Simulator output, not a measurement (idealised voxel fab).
The following process module bears the name voxel tone inversion.
Square cells of 5 nm make up the cross-section cut, whose width is 180 nm.
Cross-section, as written here: a square-cell grid given band by band from the top down, where a band holds one or more rows of cells.
Top height, bottom height, nm. Materials left to right, width each, nm. Single material + "full width" = fills band edge to edge. "blank" = empty.
All heights in this document are referenced to 0, defined as the level beneath which the wafer, as received, consists entirely of one material. The lowest band is not bounded below; it extends indefinitely downward and is written in the form "top 0, no bottom".
When a width is written as two numbers, as in "30..40", the first number is the width in the top row of cells of the band and the second is the width in its bottom row, and the width changes by the same amount from each row to the next.
You'll sometimes find "left unchanged" written for a step, and that's the way of saying that nowhere in the cross-section did a cell change during that step.
If an empty space has no open way to the top and is at least 8 cells in size, "Sealed void listing" lists it, written width x height at distance, where distance is measured from the left edge and every value is in nm.
Past the settings on a step's line: simulator remark, on that step.
The setting "overlay nm" may be written on the line of a step. When the step uses a mask, the value reports how far to the right of the planned place the mask lay, and a negative value reports that it lay to the left.
### Planned step list for the process
- 1: op RECEIVE | material Si
- 2: op CONFORMAL_DEP | material SiCN | thk nm 5
- 3: op DIRECTIONAL_DEP | material aC | thk nm 15
- 4: op PATTERN | tone cover | mask id POSTS | material resist | width nm 15 | pitch nm 35 | thk nm 20 | overlay nm 0
- 5: op DIRECTIONAL_ETCH | etch materials aC | depth nm 15
- 6: op STRIP | etch materials resist
- 7: op FILL_DEP | material SiO2 | thk nm 10
- 8: op CMP | height nm 20
- 9: op STRIP | etch materials aC
- 10: op CONFORMAL_DEP | material TiN | thk nm 5
- 11: op FILL_DEP | material Ru | thk nm 5
- 12: op CMP | height nm 20
- 13: op CONFORMAL_DEP | material SiCN | thk nm 5
### Cross-section of the wafer as it came to us, i.e., already through step 1
  top 0, no bottom | Si full width
  Sealed void listing: none
### First of two wafers at the end of the module, shown in cross-section; run carried out as planned
  top 25, bottom 20 | SiCN full width
  top 20, bottom 10 | 45 SiO2; 5 TiN; 5 Ru; 5 TiN; 20 SiO2; 5 TiN; 5 Ru; 5 TiN; 20 SiO2; 5 TiN; 5 Ru; 5 TiN; 50 SiO2
  top 10, bottom 5 | 45 SiO2; 15 TiN; 20 SiO2; 15 TiN; 20 SiO2; 15 TiN; 50 SiO2
  top 5, bottom 0 | SiCN full width
  top 0, no bottom | Si full width
  Sealed void listing: none
### Cross-section at end of module for the second wafer of two, which matched the first in starting point and plan and differed by one mistake in its processing
  top 25, bottom 20 | SiCN full width
  top 20, bottom 10 | 55 SiO2; 5 TiN; 5 Ru; 5 TiN; 20 SiO2; 5 TiN; 5 Ru; 5 TiN; 20 SiO2; 5 TiN; 5 Ru; 5 TiN; 40 SiO2
  top 10, bottom 5 | 55 SiO2; 15 TiN; 20 SiO2; 15 TiN; 20 SiO2; 15 TiN; 40 SiO2
  top 5, bottom 0 | SiCN full width
  top 0, no bottom | Si full width
  Sealed void listing: none
Processing error: contrary to plan, step 4 was performed as op PATTERN | tone cover | mask id POSTS | material resist | width nm 15 | pitch nm 35 | thk nm 20 | overlay nm 10
Comparing end states, the material composition by cell count is preserved from the first wafer to the second, while the locations of the cells are not.
